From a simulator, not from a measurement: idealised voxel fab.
You're looking at the process module voxel released beams.
Section shown: cut. Width: 245 nm. Cell size: 5 nm, square.
In this document a cross-section is written as a grid of square cells. It is given as a series of bands, listed from the top down, and a band is one or more rows of cells.
Quick guide to a band line: top height, bottom height (nm) up front; then every material left to right with its width in nm. Only one material and it's marked "edge to edge"? Then it fills the band edge to edge. And "empty" just means empty space.
Heights are reckoned from 0. Under this level, the received wafer is all of one material. The bottommost band is open-ended downward, for example "0 and below".
The expression "30..40" gives the width at the extremes of the band, the first number at its top row of cells and the second at its bottom row, with the width changing by equal amounts from each row to the next in between.
Take "no modifications" at face value: in the step it is given for, the cross-section changed in none of its cells.
The list in "Trapped void list" covers empty spaces of 8 cells or more that cannot reach the top through any open way, and it gives each as width x height at distance; the distance is from the left edge, and width, height and distance are in nm.
On a step's line, text after the settings is the simulator commenting on that step.
"overlay nm" denotes, for a step that has a mask, the displacement of the mask to the right of its planned place, with negative values corresponding to the left.

The following list gives the planned process steps
1,RECEIVE, material Si
2,CONFORMAL_DEP, material SiN, thk nm 10
3,DIRECTIONAL_DEP, material SiO2, thk nm 15
4,PATTERN, tone open, mask id ANCHOR, material resist, width nm 45, thk nm 15, overlay nm 0
5,DIRECTIONAL_ETCH, etch materials SiO2, depth nm 15
6,STRIP, etch materials resist
7,CONFORMAL_DEP, material TiN, thk nm 15
8,PATTERN, tone cover, mask id BEAM, material resist, width nm 95, thk nm 15, overlay nm 0
9,DIRECTIONAL_ETCH, etch materials TiN, depth nm 15
10,STRIP, etch materials resist
11,STRIP, etch materials SiO2

The first of a set of two wafers, run to plan

As-received wafer cross-section (after step 1)
- 0 and below: Si edge to edge
- Trapped void list: none

Wafer xsec, post step 2
- 10 down to 0: SiN edge to edge
- Below 0 it's all the same as before, nothing changed down there.

Wafer xsec, post step 3
- 25 down to 10: SiO2 edge to edge
- Below 10 it's all the same as before, nothing changed down there.

Wafer xsec, post step 4
- 40 down to 25: 75 of resist; 45 of empty; 125 of resist
- Below 25 it's all the same as before, nothing changed down there.

Wafer xsec, post step 5
- 40 down to 25: 75 of resist; 45 of empty; 125 of resist
- 25 down to 10: 75 of SiO2; 45 of empty; 125 of SiO2
- Below 10 it's all the same as before, nothing changed down there.

Wafer xsec, post step 6
- 25 down to 10: 75 of SiO2; 45 of empty; 125 of SiO2
- Below 10 it's all the same as before, nothing changed down there.

Wafer xsec, post step 7
- 40 down to 25: 90 of TiN; 15 of empty; 140 of TiN
- 25 down to 10: 75 of SiO2; 45 of TiN; 125 of SiO2
- Below 10 it's all the same as before, nothing changed down there.

Wafer xsec, post step 8
- 55 down to 40: 70 of empty; 95 of resist; 80 of empty
- 40 down to 25: 90 of TiN; 15 of resist; 140 of TiN
- Below 25 it's all the same as before, nothing changed down there.

Wafer xsec, post step 9
- 55 down to 40: 70 of empty; 95 of resist; 80 of empty
- 40 down to 25: 70 of empty; 20 of TiN; 15 of resist; 60 of TiN; 80 of empty
- Below 25 it's all the same as before, nothing changed down there.

Wafer xsec, post step 10
- 40 down to 25: 70 of empty; 20 of TiN; 15 of empty; 60 of TiN; 80 of empty
- Below 25 it's all the same as before, nothing changed down there.

Wafer xsec, post step 11
- 40 down to 25: 70 of empty; 20 of TiN; 15 of empty; 60 of TiN; 80 of empty
- 25 down to 10: 75 of empty; 45 of TiN; 125 of empty
- Below 10 it's all the same as before, nothing changed down there.

Second wafer, same starting state and plan as the first, one mistake in the run, identical through step 7

Cross-section of the second wafer when, according to plan, step 8 should have finished
- 55 down to 40: 65 of empty; 95 of resist; 85 of empty
- 40 down to 25: 90 of TiN; 15 of resist; 140 of TiN
- Below 25 it's all the same as before, nothing changed down there.

Cross-section of the second wafer when, according to plan, step 9 should have finished
- 55 down to 40: 65 of empty; 95 of resist; 85 of empty
- 40 down to 25: 65 of empty; 25 of TiN; 15 of resist; 55 of TiN; 85 of empty
- Below 25 it's all the same as before, nothing changed down there.

Cross-section of the second wafer when, according to plan, step 10 should have finished
- 40 down to 25: 65 of empty; 25 of TiN; 15 of empty; 55 of TiN; 85 of empty
- Below 25 it's all the same as before, nothing changed down there.

Cross-section of the second wafer when, according to plan, step 11 should have finished
- 40 down to 25: 65 of empty; 25 of TiN; 15 of empty; 55 of TiN; 85 of empty
- 25 down to 10: 75 of empty; 45 of TiN; 125 of empty
- Below 10 it's all the same as before, nothing changed down there.
Which mistake was made when the wafer was run? step 8 ran with different settings than intended, the actual operation and settings being PATTERN, tone cover, mask id BEAM, material resist, width nm 95, thk nm 15, overlay nm -5
Heads up: at the end the two wafers have identical cell counts per material, they're just laid out differently.
